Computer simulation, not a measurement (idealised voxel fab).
process module | voxel transistor to metal
cross-section cut | 300 nm wide | cells 5 nm
A cross-section is a grid of square cells, given in bands from the top down. A band is one or more rows of cells.
Each band's line starts with the height of the band's top and of its bottom, in nm. Then come its materials from left to right, each with its width in nm. One material with "throughout" fills the band from edge to edge. "air" is empty space.
Height 0 is the level under which the wafer as received is all one material. The lowest band goes on downwards, as in "0 down".
A width such as "30 to 40" changes by the same amount from each row of cells to the next, from the band's top row to its bottom row.
"no change" after a step means that no cell of the cross-section changed.
closed voids: empty space of 8 cells or more with no open way to the top, each as width x height at its distance from the left edge, in nm
after a step's settings: what the simulator itself notes on the step
overlay nm, on a step with a mask: how far to the right of its planned place the mask lay; to the left if negative
plan
1 op RECEIVE | material Si
2 op CONFORMAL_DEP | material SiO2 | thk nm 5
3 op CONFORMAL_DEP | material SiN | thk nm 10
4 op DIRECTIONAL_DEP | material aC | thk nm 15
5 op PATTERN | tone cover | mask id ACTIVE | material resist | width nm 105 | pitch nm 135 | thk nm 30 | overlay nm 0
6 op DIRECTIONAL_ETCH | etch materials aC | depth nm 15
7 op STRIP | etch materials resist
8 op DIRECTIONAL_ETCH | etch materials SiN | depth nm 10
9 op DIRECTIONAL_ETCH | etch materials SiO2 | depth nm 5
10 op DIRECTIONAL_ETCH | etch materials Si | depth nm 35
11 op STRIP | etch materials aC
12 op FILL_DEP | material SiO2 | thk nm 15
13 op CMP | height nm 15
14 op SELECTIVE_ETCH | etch materials SiO2 | depth nm 5
15 op STRIP | etch materials SiN
16 op SELECTIVE_ETCH | etch materials SiO2 | depth nm 5
17 op OXIDIZE | depth nm 5
18 op DIRECTIONAL_DEP | material polySi | thk nm 20
19 op DIRECTIONAL_DEP | material SiCN | thk nm 15
20 op DIRECTIONAL_DEP | material aC | thk nm 15
21 op PATTERN | tone cover | mask id GATE | material resist | width nm 25 | pitch nm 135 | thk nm 30 | overlay nm 0
22 op DIRECTIONAL_ETCH | etch materials aC | depth nm 15
23 op STRIP | etch materials resist
24 op DIRECTIONAL_ETCH | etch materials SiCN | depth nm 25
25 op DIRECTIONAL_ETCH | etch materials polySi | depth nm 30
26 op STRIP | etch materials aC
27 op CONFORMAL_DEP | material SiO2 | thk nm 5
28 op DIRECTIONAL_ETCH | etch materials SiO2 | depth nm 5
29 op CONFORMAL_DEP | material SiN | thk nm 5
30 op DIRECTIONAL_ETCH | etch materials SiN | depth nm 5
31 op DIRECTIONAL_ETCH | etch materials SiO2 | depth nm 5
32 op DIRECTIONAL_ETCH | etch materials Si | depth nm 15
33 op EPI | material nSi | thk nm 15
34 op FILL_DEP | material SiO2 | thk nm 10
35 op CMP | height nm 35
36 op DIRECTIONAL_DEP | material SiO2 | thk nm 15
37 op PATTERN | tone open | mask id CONTACT | material resist | width nm 20 | thk nm 15 | overlay nm 0
38 op DIRECTIONAL_ETCH | etch materials SiO2 | depth nm 40
39 op STRIP | etch materials resist
40 op CONFORMAL_DEP | material TiN | thk nm 5
41 op FILL_DEP | material W | thk nm 5
42 op CMP | height nm 50
43 op CONFORMAL_DEP | material SiCN | thk nm 5
44 op DIRECTIONAL_DEP | material SiO2 | thk nm 25
45 op PATTERN | tone open | mask id METAL_1 | material resist | width nm 20 | thk nm 15 | overlay nm 0
46 op DIRECTIONAL_ETCH | etch materials SiO2 | depth nm 25
47 op DIRECTIONAL_ETCH | etch materials SiCN | depth nm 5
48 op STRIP | etch materials resist
49 op CONFORMAL_DEP | material TiN | thk nm 5
50 op FILL_DEP | material W | thk nm 10
51 op CMP | height nm 80
52 op CONFORMAL_DEP | material SiCN | thk nm 5
first wafer, as planned
as received, after step 1
  0 down: Si throughout
  closed voids: none
after step 2
  5 to 0: SiO2 throughout
  below 0: unchanged
after step 3
  15 to 5: SiN throughout
  below 5: unchanged
after step 4
  30 to 15: aC throughout
  below 15: unchanged
after step 5
  60 to 30: air 30 | resist 105 | air 30 | resist 105 | air 30
  below 30: unchanged
after step 6
  45 to 30: air 30 | resist 105 | air 30 | resist 105 | air 30
  30 to 15: air 30 | aC 105 | air 30 | aC 105 | air 30
  below 15: unchanged
after step 7
  30 to 15: air 30 | aC 105 | air 30 | aC 105 | air 30
  below 15: unchanged
after step 8
  30 to 15: air 30 | aC 105 | air 30 | aC 105 | air 30
  15 to 5: air 30 | SiN 105 | air 30 | SiN 105 | air 30
  below 5: unchanged
after step 9
  30 to 15: air 30 | aC 105 | air 30 | aC 105 | air 30
  15 to 5: air 30 | SiN 105 | air 30 | SiN 105 | air 30
  5 to 0: air 30 | SiO2 105 | air 30 | SiO2 105 | air 30
  below 0: unchanged
after step 10
  30 to 15: air 30 | aC 105 | air 30 | aC 105 | air 30
  15 to 5: air 30 | SiN 105 | air 30 | SiN 105 | air 30
  5 to 0: air 30 | SiO2 105 | air 30 | SiO2 105 | air 30
  0 to -35: air 30 | Si 105 | air 30 | Si 105 | air 30
  below -35: unchanged
after step 11
  15 to 5: air 30 | SiN 105 | air 30 | SiN 105 | air 30
  below 5: unchanged
after step 12
  30 to 15: SiO2 throughout
  15 to 5: SiO2 30 | SiN 105 | SiO2 30 | SiN 105 | SiO2 30
  5 to 0: SiO2 throughout
  0 to -35: SiO2 30 | Si 105 | SiO2 30 | Si 105 | SiO2 30
  below -35: unchanged
after step 13
  15 to 5: SiO2 30 | SiN 105 | SiO2 30 | SiN 105 | SiO2 30
  below 5: unchanged
after step 14
  15 to 10: air 30 | SiN 105 | air 30 | SiN 105 | air 30
  below 10: unchanged
after step 15
  10 to 5: SiO2 30 | air 105 | SiO2 30 | air 105 | SiO2 30
  below 5: unchanged
after step 16
  5 to 0: SiO2 25 | air 115 | SiO2 20 | air 115 | SiO2 25
  below 0: unchanged
after step 17
  5 to 0: SiO2 25 | air 115 | SiO2 20 | air 115 | SiO2 25
  0 to -5: SiO2 throughout
  below -5: unchanged
after step 18
  25 to 20: polySi 25 | air 115 | polySi 20 | air 115 | polySi 25
  20 to 5: polySi throughout
  5 to 0: SiO2 25 | polySi 115 | SiO2 20 | polySi 115 | SiO2 25
  below 0: unchanged
after step 19
  40 to 35: SiCN 25 | air 115 | SiCN 20 | air 115 | SiCN 25
  35 to 25: SiCN throughout
  25 to 20: polySi 25 | SiCN 115 | polySi 20 | SiCN 115 | polySi 25
  below 20: unchanged
after step 20
  55 to 50: aC 25 | air 115 | aC 20 | air 115 | aC 25
  50 to 40: aC throughout
  40 to 35: SiCN 25 | aC 115 | SiCN 20 | aC 115 | SiCN 25
  below 35: unchanged
after step 21
  85 to 55: air 70 | resist 25 | air 110 | resist 25 | air 70
  55 to 50: aC 25 | air 45 | resist 25 | air 45 | aC 20 | air 45 | resist 25 | air 45 | aC 25
  below 50: unchanged
after step 22
  70 to 50: air 70 | resist 25 | air 110 | resist 25 | air 70
  50 to 40: air 70 | aC 25 | air 110 | aC 25 | air 70
  40 to 35: SiCN 25 | air 45 | aC 25 | air 45 | SiCN 20 | air 45 | aC 25 | air 45 | SiCN 25
  below 35: unchanged
after step 23
  50 to 40: air 70 | aC 25 | air 110 | aC 25 | air 70
  below 40: unchanged
after step 24
  50 to 35: air 70 | aC 25 | air 110 | aC 25 | air 70
  35 to 25: air 70 | SiCN 25 | air 110 | SiCN 25 | air 70
  25 to 20: polySi 25 | air 45 | SiCN 25 | air 45 | polySi 20 | air 45 | SiCN 25 | air 45 | polySi 25
  below 20: unchanged
after step 25
  50 to 35: air 70 | aC 25 | air 110 | aC 25 | air 70
  35 to 20: air 70 | SiCN 25 | air 110 | SiCN 25 | air 70
  20 to 5: air 70 | polySi 25 | air 110 | polySi 25 | air 70
  5 to 0: SiO2 25 | air 45 | polySi 25 | air 45 | SiO2 20 | air 45 | polySi 25 | air 45 | SiO2 25
  below 0: unchanged
after step 26
  35 to 20: air 70 | SiCN 25 | air 110 | SiCN 25 | air 70
  below 20: unchanged
after step 27
  40 to 35: air 65 | SiO2 35 | air 100 | SiO2 35 | air 65
  35 to 20: air 65 | SiO2 5 | SiCN 25 | SiO2 5 | air 100 | SiO2 5 | SiCN 25 | SiO2 5 | air 65
  20 to 10: air 65 | SiO2 5 | polySi 25 | SiO2 5 | air 100 | SiO2 5 | polySi 25 | SiO2 5 | air 65
  10 to 5: SiO2 30 | air 35 | SiO2 5 | polySi 25 | SiO2 5 | air 35 | SiO2 30 | air 35 | SiO2 5 | polySi 25 | SiO2 5 | air 35 | SiO2 30
  5 to 0: SiO2 70 | polySi 25 | SiO2 110 | polySi 25 | SiO2 70
  below 0: unchanged
after step 28
  35 to 20: air 65 | SiO2 5 | SiCN 25 | SiO2 5 | air 100 | SiO2 5 | SiCN 25 | SiO2 5 | air 65
  20 to 5: air 65 | SiO2 5 | polySi 25 | SiO2 5 | air 100 | SiO2 5 | polySi 25 | SiO2 5 | air 65
  5 to 0: SiO2 30 | air 35 | SiO2 5 | polySi 25 | SiO2 5 | air 35 | SiO2 30 | air 35 | SiO2 5 | polySi 25 | SiO2 5 | air 35 | SiO2 30
  below 0: unchanged
after step 29
  40 to 35: air 60 | SiN 45 | air 90 | SiN 45 | air 60
  35 to 20: air 60 | SiN 5 | SiO2 5 | SiCN 25 | SiO2 5 | SiN 5 | air 90 | SiN 5 | SiO2 5 | SiCN 25 | SiO2 5 | SiN 5 | air 60
  20 to 10: air 60 | SiN 5 | SiO2 5 | polySi 25 | SiO2 5 | SiN 5 | air 90 | SiN 5 | SiO2 5 | polySi 25 | SiO2 5 | SiN 5 | air 60
  10 to 5: SiN 35 | air 25 | SiN 5 | SiO2 5 | polySi 25 | SiO2 5 | SiN 5 | air 25 | SiN 40 | air 25 | SiN 5 | SiO2 5 | polySi 25 | SiO2 5 | SiN 5 | air 25 | SiN 35
  5 to 0: SiO2 30 | SiN 35 | SiO2 5 | polySi 25 | SiO2 5 | SiN 35 | SiO2 30 | SiN 35 | SiO2 5 | polySi 25 | SiO2 5 | SiN 35 | SiO2 30
  below 0: unchanged
after step 30
  35 to 20: air 60 | SiN 5 | SiO2 5 | SiCN 25 | SiO2 5 | SiN 5 | air 90 | SiN 5 | SiO2 5 | SiCN 25 | SiO2 5 | SiN 5 | air 60
  20 to 5: air 60 | SiN 5 | SiO2 5 | polySi 25 | SiO2 5 | SiN 5 | air 90 | SiN 5 | SiO2 5 | polySi 25 | SiO2 5 | SiN 5 | air 60
  5 to 0: SiO2 30 | SiN 5 | air 25 | SiN 5 | SiO2 5 | polySi 25 | SiO2 5 | SiN 5 | air 25 | SiN 5 | SiO2 30 | SiN 5 | air 25 | SiN 5 | SiO2 5 | polySi 25 | SiO2 5 | SiN 5 | air 25 | SiN 5 | SiO2 30
  below 0: unchanged
after step 31
  35 to 30: air 60 | SiN 5 | air 5 | SiCN 25 | air 5 | SiN 5 | air 90 | SiN 5 | air 5 | SiCN 25 | air 5 | SiN 5 | air 60
  30 to 20: air 60 | SiN 5 | SiO2 5 | SiCN 25 | SiO2 5 | SiN 5 | air 90 | SiN 5 | SiO2 5 | SiCN 25 | SiO2 5 | SiN 5 | air 60
  20 to 5: air 60 | SiN 5 | SiO2 5 | polySi 25 | SiO2 5 | SiN 5 | air 90 | SiN 5 | SiO2 5 | polySi 25 | SiO2 5 | SiN 5 | air 60
  5 to 0: air 30 | SiN 5 | air 25 | SiN 5 | SiO2 5 | polySi 25 | SiO2 5 | SiN 5 | air 25 | SiN 5 | air 30 | SiN 5 | air 25 | SiN 5 | SiO2 5 | polySi 25 | SiO2 5 | SiN 5 | air 25 | SiN 5 | air 30
  0 to -5: SiO2 35 | air 25 | SiO2 45 | air 25 | SiO2 40 | air 25 | SiO2 45 | air 25 | SiO2 35
  below -5: unchanged
after step 32
  35 to 30: air 60 | SiN 5 | air 5 | SiCN 25 | air 5 | SiN 5 | air 90 | SiN 5 | air 5 | SiCN 25 | air 5 | SiN 5 | air 60
  30 to 20: air 60 | SiN 5 | SiO2 5 | SiCN 25 | SiO2 5 | SiN 5 | air 90 | SiN 5 | SiO2 5 | SiCN 25 | SiO2 5 | SiN 5 | air 60
  20 to 5: air 60 | SiN 5 | SiO2 5 | polySi 25 | SiO2 5 | SiN 5 | air 90 | SiN 5 | SiO2 5 | polySi 25 | SiO2 5 | SiN 5 | air 60
  5 to 0: air 30 | SiN 5 | air 25 | SiN 5 | SiO2 5 | polySi 25 | SiO2 5 | SiN 5 | air 25 | SiN 5 | air 30 | SiN 5 | air 25 | SiN 5 | SiO2 5 | polySi 25 | SiO2 5 | SiN 5 | air 25 | SiN 5 | air 30
  0 to -5: SiO2 35 | air 25 | SiO2 45 | air 25 | SiO2 40 | air 25 | SiO2 45 | air 25 | SiO2 35
  -5 to -20: SiO2 30 | Si 5 | air 25 | Si 45 | air 25 | Si 5 | SiO2 30 | Si 5 | air 25 | Si 45 | air 25 | Si 5 | SiO2 30
  below -20: unchanged
after step 33
  35 to 30: air 60 | SiN 5 | air 5 | SiCN 25 | air 5 | SiN 5 | air 90 | SiN 5 | air 5 | SiCN 25 | air 5 | SiN 5 | air 60
  30 to 20: air 60 | SiN 5 | SiO2 5 | SiCN 25 | SiO2 5 | SiN 5 | air 90 | SiN 5 | SiO2 5 | SiCN 25 | SiO2 5 | SiN 5 | air 60
  20 to 10: air 60 | SiN 5 | SiO2 5 | polySi 25 | SiO2 5 | SiN 5 | air 90 | SiN 5 | SiO2 5 | polySi 25 | SiO2 5 | SiN 5 | air 60
  10 to 5: air 30 | nSi 30 | SiN 5 | SiO2 5 | polySi 25 | SiO2 5 | SiN 5 | nSi 30 | air 30 | nSi 30 | SiN 5 | SiO2 5 | polySi 25 | SiO2 5 | SiN 5 | nSi 30 | air 30
  5 to 0: air 30 | SiN 5 | nSi 25 | SiN 5 | SiO2 5 | polySi 25 | SiO2 5 | SiN 5 | nSi 25 | SiN 5 | air 30 | SiN 5 | nSi 25 | SiN 5 | SiO2 5 | polySi 25 | SiO2 5 | SiN 5 | nSi 25 | SiN 5 | air 30
  0 to -5: SiO2 35 | nSi 25 | SiO2 45 | nSi 25 | SiO2 40 | nSi 25 | SiO2 45 | nSi 25 | SiO2 35
  -5 to -20: SiO2 30 | Si 5 | nSi 25 | Si 45 | nSi 25 | Si 5 | SiO2 30 | Si 5 | nSi 25 | Si 45 | nSi 25 | Si 5 | SiO2 30
  below -20: unchanged
after step 34
  45 to 35: SiO2 throughout
  35 to 20: SiO2 60 | SiN 5 | SiO2 5 | SiCN 25 | SiO2 5 | SiN 5 | SiO2 90 | SiN 5 | SiO2 5 | SiCN 25 | SiO2 5 | SiN 5 | SiO2 60
  20 to 10: SiO2 60 | SiN 5 | SiO2 5 | polySi 25 | SiO2 5 | SiN 5 | SiO2 90 | SiN 5 | SiO2 5 | polySi 25 | SiO2 5 | SiN 5 | SiO2 60
  10 to 5: SiO2 30 | nSi 30 | SiN 5 | SiO2 5 | polySi 25 | SiO2 5 | SiN 5 | nSi 30 | SiO2 30 | nSi 30 | SiN 5 | SiO2 5 | polySi 25 | SiO2 5 | SiN 5 | nSi 30 | SiO2 30
  5 to 0: SiO2 30 | SiN 5 | nSi 25 | SiN 5 | SiO2 5 | polySi 25 | SiO2 5 | SiN 5 | nSi 25 | SiN 5 | SiO2 30 | SiN 5 | nSi 25 | SiN 5 | SiO2 5 | polySi 25 | SiO2 5 | SiN 5 | nSi 25 | SiN 5 | SiO2 30
  below 0: unchanged
after step 35
  35 to 20: SiO2 60 | SiN 5 | SiO2 5 | SiCN 25 | SiO2 5 | SiN 5 | SiO2 90 | SiN 5 | SiO2 5 | SiCN 25 | SiO2 5 | SiN 5 | SiO2 60
  below 20: unchanged
after step 36
  50 to 35: SiO2 throughout
  below 35: unchanged
after step 37
  65 to 50: resist 35 | air 20 | resist 55 | air 20 | resist 40 | air 20 | resist 55 | air 20 | resist 35
  below 50: unchanged
after step 38
  65 to 50: resist 35 | air 20 | resist 55 | air 20 | resist 40 | air 20 | resist 55 | air 20 | resist 35
  50 to 35: SiO2 35 | air 20 | SiO2 55 | air 20 | SiO2 40 | air 20 | SiO2 55 | air 20 | SiO2 35
  35 to 20: SiO2 35 | air 20 | SiO2 5 | SiN 5 | SiO2 5 | SiCN 25 | SiO2 5 | SiN 5 | SiO2 5 | air 20 | SiO2 40 | air 20 | SiO2 5 | SiN 5 | SiO2 5 | SiCN 25 | SiO2 5 | SiN 5 | SiO2 5 | air 20 | SiO2 35
  20 to 10: SiO2 35 | air 20 | SiO2 5 | SiN 5 | SiO2 5 | polySi 25 | SiO2 5 | SiN 5 | SiO2 5 | air 20 | SiO2 40 | air 20 | SiO2 5 | SiN 5 | SiO2 5 | polySi 25 | SiO2 5 | SiN 5 | SiO2 5 | air 20 | SiO2 35
  below 10: unchanged
after step 39
  50 to 35: SiO2 35 | air 20 | SiO2 55 | air 20 | SiO2 40 | air 20 | SiO2 55 | air 20 | SiO2 35
  below 35: unchanged
after step 40
  55 to 50: TiN 40 | air 10 | TiN 65 | air 10 | TiN 50 | air 10 | TiN 65 | air 10 | TiN 40
  50 to 35: SiO2 35 | TiN 5 | air 10 | TiN 5 | SiO2 55 | TiN 5 | air 10 | TiN 5 | SiO2 40 | TiN 5 | air 10 | TiN 5 | SiO2 55 | TiN 5 | air 10 | TiN 5 | SiO2 35
  35 to 20: SiO2 35 | TiN 5 | air 10 | TiN 5 | SiO2 5 | SiN 5 | SiO2 5 | SiCN 25 | SiO2 5 | SiN 5 | SiO2 5 | TiN 5 | air 10 | TiN 5 | SiO2 40 | TiN 5 | air 10 | TiN 5 | SiO2 5 | SiN 5 | SiO2 5 | SiCN 25 | SiO2 5 | SiN 5 | SiO2 5 | TiN 5 | air 10 | TiN 5 | SiO2 35
  20 to 15: SiO2 35 | TiN 5 | air 10 | TiN 5 | SiO2 5 | SiN 5 | SiO2 5 | polySi 25 | SiO2 5 | SiN 5 | SiO2 5 | TiN 5 | air 10 | TiN 5 | SiO2 40 | TiN 5 | air 10 | TiN 5 | SiO2 5 | SiN 5 | SiO2 5 | polySi 25 | SiO2 5 | SiN 5 | SiO2 5 | TiN 5 | air 10 | TiN 5 | SiO2 35
  15 to 10: SiO2 35 | TiN 20 | SiO2 5 | SiN 5 | SiO2 5 | polySi 25 | SiO2 5 | SiN 5 | SiO2 5 | TiN 20 | SiO2 40 | TiN 20 | SiO2 5 | SiN 5 | SiO2 5 | polySi 25 | SiO2 5 | SiN 5 | SiO2 5 | TiN 20 | SiO2 35
  below 10: unchanged
after step 41
  60 to 55: W throughout
  55 to 50: TiN 40 | W 10 | TiN 65 | W 10 | TiN 50 | W 10 | TiN 65 | W 10 | TiN 40
  50 to 35: SiO2 35 | TiN 5 | W 10 | TiN 5 | SiO2 55 | TiN 5 | W 10 | TiN 5 | SiO2 40 | TiN 5 | W 10 | TiN 5 | SiO2 55 | TiN 5 | W 10 | TiN 5 | SiO2 35
  35 to 20: SiO2 35 | TiN 5 | W 10 | TiN 5 | SiO2 5 | SiN 5 | SiO2 5 | SiCN 25 | SiO2 5 | SiN 5 | SiO2 5 | TiN 5 | W 10 | TiN 5 | SiO2 40 | TiN 5 | W 10 | TiN 5 | SiO2 5 | SiN 5 | SiO2 5 | SiCN 25 | SiO2 5 | SiN 5 | SiO2 5 | TiN 5 | W 10 | TiN 5 | SiO2 35
  20 to 15: SiO2 35 | TiN 5 | W 10 | TiN 5 | SiO2 5 | SiN 5 | SiO2 5 | polySi 25 | SiO2 5 | SiN 5 | SiO2 5 | TiN 5 | W 10 | TiN 5 | SiO2 40 | TiN 5 | W 10 | TiN 5 | SiO2 5 | SiN 5 | SiO2 5 | polySi 25 | SiO2 5 | SiN 5 | SiO2 5 | TiN 5 | W 10 | TiN 5 | SiO2 35
  below 15: unchanged
after step 42
  50 to 35: SiO2 35 | TiN 5 | W 10 | TiN 5 | SiO2 55 | TiN 5 | W 10 | TiN 5 | SiO2 40 | TiN 5 | W 10 | TiN 5 | SiO2 55 | TiN 5 | W 10 | TiN 5 | SiO2 35
  below 35: unchanged
after step 43
  55 to 50: SiCN throughout
  below 50: unchanged
after step 44
  80 to 55: SiO2 throughout
  below 55: unchanged
after step 45
  95 to 80: resist 35 | air 20 | resist 55 | air 20 | resist 40 | air 20 | resist 55 | air 20 | resist 35
  below 80: unchanged
after step 46
  95 to 80: resist 35 | air 20 | resist 55 | air 20 | resist 40 | air 20 | resist 55 | air 20 | resist 35
  80 to 55: SiO2 35 | air 20 | SiO2 55 | air 20 | SiO2 40 | air 20 | SiO2 55 | air 20 | SiO2 35
  below 55: unchanged
after step 47
  95 to 80: resist 35 | air 20 | resist 55 | air 20 | resist 40 | air 20 | resist 55 | air 20 | resist 35
  80 to 55: SiO2 35 | air 20 | SiO2 55 | air 20 | SiO2 40 | air 20 | SiO2 55 | air 20 | SiO2 35
  55 to 50: SiCN 35 | air 20 | SiCN 55 | air 20 | SiCN 40 | air 20 | SiCN 55 | air 20 | SiCN 35
  below 50: unchanged
after step 48
  80 to 55: SiO2 35 | air 20 | SiO2 55 | air 20 | SiO2 40 | air 20 | SiO2 55 | air 20 | SiO2 35
  below 55: unchanged
after step 49
  85 to 80: TiN 40 | air 10 | TiN 65 | air 10 | TiN 50 | air 10 | TiN 65 | air 10 | TiN 40
  80 to 55: SiO2 35 | TiN 5 | air 10 | TiN 5 | SiO2 55 | TiN 5 | air 10 | TiN 5 | SiO2 40 | TiN 5 | air 10 | TiN 5 | SiO2 55 | TiN 5 | air 10 | TiN 5 | SiO2 35
  55 to 50: SiCN 35 | TiN 20 | SiCN 55 | TiN 20 | SiCN 40 | TiN 20 | SiCN 55 | TiN 20 | SiCN 35
  below 50: unchanged
after step 50
  95 to 85: W throughout
  85 to 80: TiN 40 | W 10 | TiN 65 | W 10 | TiN 50 | W 10 | TiN 65 | W 10 | TiN 40
  80 to 55: SiO2 35 | TiN 5 | W 10 | TiN 5 | SiO2 55 | TiN 5 | W 10 | TiN 5 | SiO2 40 | TiN 5 | W 10 | TiN 5 | SiO2 55 | TiN 5 | W 10 | TiN 5 | SiO2 35
  below 55: unchanged
after step 51
  80 to 55: SiO2 35 | TiN 5 | W 10 | TiN 5 | SiO2 55 | TiN 5 | W 10 | TiN 5 | SiO2 40 | TiN 5 | W 10 | TiN 5 | SiO2 55 | TiN 5 | W 10 | TiN 5 | SiO2 35
  below 55: unchanged
after step 52
  85 to 80: SiCN throughout
  below 80: unchanged
second wafer: like start, like plan, one mistake. Through step 44 it matches the first wafer
when step 45 should have ended
  95 to 80: resist 30 | air 30 | resist 45 | air 30 | resist 30 | air 30 | resist 45 | air 30 | resist 30
  below 80: unchanged
when step 46 should have ended
  95 to 80: resist 30 | air 30 | resist 45 | air 30 | resist 30 | air 30 | resist 45 | air 30 | resist 30
  80 to 55: SiO2 30 | air 30 | SiO2 45 | air 30 | SiO2 30 | air 30 | SiO2 45 | air 30 | SiO2 30
  below 55: unchanged
when step 47 should have ended
  95 to 80: resist 30 | air 30 | resist 45 | air 30 | resist 30 | air 30 | resist 45 | air 30 | resist 30
  80 to 55: SiO2 30 | air 30 | SiO2 45 | air 30 | SiO2 30 | air 30 | SiO2 45 | air 30 | SiO2 30
  55 to 50: SiCN 30 | air 30 | SiCN 45 | air 30 | SiCN 30 | air 30 | SiCN 45 | air 30 | SiCN 30
  below 50: unchanged
when step 48 should have ended
  80 to 55: SiO2 30 | air 30 | SiO2 45 | air 30 | SiO2 30 | air 30 | SiO2 45 | air 30 | SiO2 30
  below 55: unchanged
when step 49 should have ended
  85 to 80: TiN 35 | air 20 | TiN 55 | air 20 | TiN 40 | air 20 | TiN 55 | air 20 | TiN 35
  80 to 55: SiO2 30 | TiN 5 | air 20 | TiN 5 | SiO2 45 | TiN 5 | air 20 | TiN 5 | SiO2 30 | TiN 5 | air 20 | TiN 5 | SiO2 45 | TiN 5 | air 20 | TiN 5 | SiO2 30
  55 to 50: SiCN 30 | TiN 30 | SiCN 45 | TiN 30 | SiCN 30 | TiN 30 | SiCN 45 | TiN 30 | SiCN 30
  below 50: unchanged
when step 50 should have ended
  95 to 85: W throughout
  85 to 80: TiN 35 | W 20 | TiN 55 | W 20 | TiN 40 | W 20 | TiN 55 | W 20 | TiN 35
  80 to 55: SiO2 30 | TiN 5 | W 20 | TiN 5 | SiO2 45 | TiN 5 | W 20 | TiN 5 | SiO2 30 | TiN 5 | W 20 | TiN 5 | SiO2 45 | TiN 5 | W 20 | TiN 5 | SiO2 30
  below 55: unchanged
when step 51 should have ended
  80 to 55: SiO2 30 | TiN 5 | W 20 | TiN 5 | SiO2 45 | TiN 5 | W 20 | TiN 5 | SiO2 30 | TiN 5 | W 20 | TiN 5 | SiO2 45 | TiN 5 | W 20 | TiN 5 | SiO2 30
  below 55: unchanged
when step 52 should have ended
  85 to 80: SiCN throughout
  below 80: unchanged
what went wrong: step 45 ran as: op PATTERN | tone open | mask id METAL_1 | material resist | width nm 30 | thk nm 15 | overlay nm 0
at the end the second wafer has, in cells: 8 fewer of SiCN | 40 fewer of SiO2 | 8 more of TiN | 40 more of W
